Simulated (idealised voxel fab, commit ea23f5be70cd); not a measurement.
The following is a process module called voxel gate over fins.
Each square cell in cross-section cut measures 5 nm, and the section as a whole is 240 nm wide.
Each cross-section below is a grid of square cells, stated as bands in top-down order, with one or more rows of cells making up each band.
Band: top height; bottom height; in nm. Then, left to right: material with width in nm, for each material. "throughout": a single material spanning edge to edge. "air": empty space.
Convention: height 0 is the level below which the wafer, as received, is all one material. The lowest band does not terminate at the bottom but continues downward, represented as "0 -> down".
So if you see something like "30 to 40" for the width, read it as the top row of the band sitting at the first number and the bottom row at the second, with every row in between moving by the same amount as the last.
Any step labelled "no change occurred" changed none of the cells in the cross-section.
"Enclosed void listing" means: voids of 8 cells or more that are shut off from the top with no open way through. Written width x height at distance, distance from the left edge, in nm.
On a step's line, text after the settings is the simulator commenting on that step.
On any step carrying a mask, the "overlay nm" setting, if present on the step's line, tells how far right of its planned place the mask lay; negative values point to the left.
# Listed below are the process steps as planned
1: RECEIVE | material Si
2: CONFORMAL_DEP | material SiN | thk nm 10
3: MASKED_ETCH | tone cover | mask id FINS | width nm 15 | pitch nm 60 | etch materials SiN | depth nm 10 | overlay nm 0
4: MASKED_ETCH | tone cover | mask id FINS | width nm 15 | pitch nm 60 | etch materials Si | depth nm 40 | overlay nm 0
5: FILL_DEP | material SiO2 | thk nm 15
6: CMP | height nm 10
7: PATTERN | tone open | mask id RAIL | material resist | width nm 15 | thk nm 15 | overlay nm 0
8: DIRECTIONAL_ETCH | etch materials SiO2 | depth nm 45
9: STRIP | etch materials resist
10: CONFORMAL_DEP | material TiN | thk nm 5
11: FILL_DEP | material W | thk nm 5
12: CMP | height nm 10
13: SELECTIVE_ETCH | etch materials W Ru TiN | depth nm 30
14: FILL_DEP | material SiO2 | thk nm 5
15: CMP | height nm 10
16: SELECTIVE_ETCH | etch materials SiO2 | depth nm 25
17: STRIP | etch materials SiN
18: CONFORMAL_DEP | material HfO2 | thk nm 5
19: CONFORMAL_DEP | material TiN | thk nm 5
20: FILL_DEP | material W | thk nm 10
21: CMP | height nm 15
22: CONFORMAL_DEP | material SiN | thk nm 10
# first wafer, as planned
# as received, after step 1
0 -> down = Si throughout
Enclosed void listing: none
# Cross-sectional representation of the wafer at the conclusion of step 2
10 -> 0 = SiN throughout
Under the height 0 nothing was changed.
# Cross-sectional representation of the wafer at the conclusion of step 3
10 -> 0 = air 80 nm, then SiN 15 nm, then air 45 nm, then SiN 15 nm, then air 85 nm
Under the height 0 nothing was changed.
# Cross-sectional representation of the wafer at the conclusion of step 4
10 -> 0 = air 80 nm, then SiN 15 nm, then air 45 nm, then SiN 15 nm, then air 85 nm
0 -> -40 = air 80 nm, then Si 15 nm, then air 45 nm, then Si 15 nm, then air 85 nm
Under the height -40 nothing was changed.
# Cross-sectional representation of the wafer at the conclusion of step 5
25 -> 10 = SiO2 throughout
10 -> 0 = SiO2 80 nm, then SiN 15 nm, then SiO2 45 nm, then SiN 15 nm, then SiO2 85 nm
0 -> -40 = SiO2 80 nm, then Si 15 nm, then SiO2 45 nm, then Si 15 nm, then SiO2 85 nm
Under the height -40 nothing was changed.
# Cross-sectional representation of the wafer at the conclusion of step 6
10 -> 0 = SiO2 80 nm, then SiN 15 nm, then SiO2 45 nm, then SiN 15 nm, then SiO2 85 nm
Under the height 0 nothing was changed.
# Cross-sectional representation of the wafer at the conclusion of step 7
25 -> 10 = resist 110 nm, then air 15 nm, then resist 115 nm
Under the height 10 nothing was changed.
# Cross-sectional representation of the wafer at the conclusion of step 8
25 -> 10 = resist 110 nm, then air 15 nm, then resist 115 nm
10 -> 0 = SiO2 80 nm, then SiN 15 nm, then SiO2 15 nm, then air 15 nm, then SiO2 15 nm, then SiN 15 nm, then SiO2 85 nm
0 -> -35 = SiO2 80 nm, then Si 15 nm, then SiO2 15 nm, then air 15 nm, then SiO2 15 nm, then Si 15 nm, then SiO2 85 nm
Under the height -35 nothing was changed.
# Cross-sectional representation of the wafer at the conclusion of step 9
10 -> 0 = SiO2 80 nm, then SiN 15 nm, then SiO2 15 nm, then air 15 nm, then SiO2 15 nm, then SiN 15 nm, then SiO2 85 nm
Under the height 0 nothing was changed.
# Cross-sectional representation of the wafer at the conclusion of step 10
15 -> 10 = TiN 115 nm, then air 5 nm, then TiN 120 nm
10 -> 0 = SiO2 80 nm, then SiN 15 nm, then SiO2 15 nm, then TiN 5 nm, then air 5 nm, then TiN 5 nm, then SiO2 15 nm, then SiN 15 nm, then SiO2 85 nm
0 -> -30 = SiO2 80 nm, then Si 15 nm, then SiO2 15 nm, then TiN 5 nm, then air 5 nm, then TiN 5 nm, then SiO2 15 nm, then Si 15 nm, then SiO2 85 nm
-30 -> -35 = SiO2 80 nm, then Si 15 nm, then SiO2 15 nm, then TiN 15 nm, then SiO2 15 nm, then Si 15 nm, then SiO2 85 nm
Under the height -35 nothing was changed.
# Cross-sectional representation of the wafer at the conclusion of step 11
20 -> 15 = W throughout
15 -> 10 = TiN 115 nm, then W 5 nm, then TiN 120 nm
10 -> 0 = SiO2 80 nm, then SiN 15 nm, then SiO2 15 nm, then TiN 5 nm, then W 5 nm, then TiN 5 nm, then SiO2 15 nm, then SiN 15 nm, then SiO2 85 nm
0 -> -30 = SiO2 80 nm, then Si 15 nm, then SiO2 15 nm, then TiN 5 nm, then W 5 nm, then TiN 5 nm, then SiO2 15 nm, then Si 15 nm, then SiO2 85 nm
Under the height -30 nothing was changed.
# Cross-sectional representation of the wafer at the conclusion of step 12
10 -> 0 = SiO2 80 nm, then SiN 15 nm, then SiO2 15 nm, then TiN 5 nm, then W 5 nm, then TiN 5 nm, then SiO2 15 nm, then SiN 15 nm, then SiO2 85 nm
Under the height 0 nothing was changed.
# Cross-sectional representation of the wafer at the conclusion of step 13
10 -> 0 = SiO2 80 nm, then SiN 15 nm, then SiO2 15 nm, then air 15 nm, then SiO2 15 nm, then SiN 15 nm, then SiO2 85 nm
0 -> -20 = SiO2 80 nm, then Si 15 nm, then SiO2 15 nm, then air 15 nm, then SiO2 15 nm, then Si 15 nm, then SiO2 85 nm
Under the height -20 nothing was changed.
# Cross-sectional representation of the wafer at the conclusion of step 14
15 -> 10 = SiO2 throughout
10 -> 0 = SiO2 80 nm, then SiN 15 nm, then SiO2 45 nm, then SiN 15 nm, then SiO2 85 nm
0 -> -20 = SiO2 80 nm, then Si 15 nm, then SiO2 45 nm, then Si 15 nm, then SiO2 85 nm
Under the height -20 nothing was changed.
# Cross-sectional representation of the wafer at the conclusion of step 15
10 -> 0 = SiO2 80 nm, then SiN 15 nm, then SiO2 45 nm, then SiN 15 nm, then SiO2 85 nm
Under the height 0 nothing was changed.
# Cross-sectional representation of the wafer at the conclusion of step 16
10 -> 0 = air 80 nm, then SiN 15 nm, then air 45 nm, then SiN 15 nm, then air 85 nm
0 -> -15 = air 80 nm, then Si 15 nm, then air 45 nm, then Si 15 nm, then air 85 nm
Under the height -15 nothing was changed.
# Cross-sectional representation of the wafer at the conclusion of step 17
0 -> -15 = air 80 nm, then Si 15 nm, then air 45 nm, then Si 15 nm, then air 85 nm
Under the height -15 nothing was changed.
# Cross-sectional representation of the wafer at the conclusion of step 18
5 -> 0 = air 75 nm, then HfO2 25 nm, then air 35 nm, then HfO2 25 nm, then air 80 nm
0 -> -10 = air 75 nm, then HfO2 5 nm, then Si 15 nm, then HfO2 5 nm, then air 35 nm, then HfO2 5 nm, then Si 15 nm, then HfO2 5 nm, then air 80 nm
-10 -> -15 = HfO2 80 nm, then Si 15 nm, then HfO2 45 nm, then Si 15 nm, then HfO2 85 nm
Under the height -15 nothing was changed.
# Cross-sectional representation of the wafer at the conclusion of step 19
10 -> 5 = air 70 nm, then TiN 35 nm, then air 25 nm, then TiN 35 nm, then air 75 nm
5 -> 0 = air 70 nm, then TiN 5 nm, then HfO2 25 nm, then TiN 5 nm, then air 25 nm, then TiN 5 nm, then HfO2 25 nm, then TiN 5 nm, then air 75 nm
0 -> -5 = air 70 nm, then TiN 5 nm, then HfO2 5 nm, then Si 15 nm, then HfO2 5 nm, then TiN 5 nm, then air 25 nm, then TiN 5 nm, then HfO2 5 nm, then Si 15 nm, then HfO2 5 nm, then TiN 5 nm, then air 75 nm
-5 -> -10 = TiN 75 nm, then HfO2 5 nm, then Si 15 nm, then HfO2 5 nm, then TiN 35 nm, then HfO2 5 nm, then Si 15 nm, then HfO2 5 nm, then TiN 80 nm
Under the height -10 nothing was changed.
# Cross-sectional representation of the wafer at the conclusion of step 20
20 -> 10 = W throughout
10 -> 5 = W 70 nm, then TiN 35 nm, then W 25 nm, then TiN 35 nm, then W 75 nm
5 -> 0 = W 70 nm, then TiN 5 nm, then HfO2 25 nm, then TiN 5 nm, then W 25 nm, then TiN 5 nm, then HfO2 25 nm, then TiN 5 nm, then W 75 nm
0 -> -5 = W 70 nm, then TiN 5 nm, then HfO2 5 nm, then Si 15 nm, then HfO2 5 nm, then TiN 5 nm, then W 25 nm, then TiN 5 nm, then HfO2 5 nm, then Si 15 nm, then HfO2 5 nm, then TiN 5 nm, then W 75 nm
Under the height -5 nothing was changed.
# Cross-sectional representation of the wafer at the conclusion of step 21
15 -> 10 = W throughout
Under the height 10 nothing was changed.
# Cross-sectional representation of the wafer at the conclusion of step 22
25 -> 15 = SiN throughout
Under the height 15 nothing was changed.
# The second wafer: identical to the first at the outset and in its planned sequence, differing only in that one mistake was made during processing; up to and including step 21, its path is the first wafer's path
# Planned end of step 22: second wafer, cross-section
25 -> 15 = SiO2 throughout
Under the height 15 nothing was changed.
Error vs. plan: off-plan run, step 22, actual operation and settings CONFORMAL_DEP | material SiO2 | thk nm 10
The second wafer ends with more or fewer cells of some materials than the first, per final count: -96 SiN | +96 SiO2
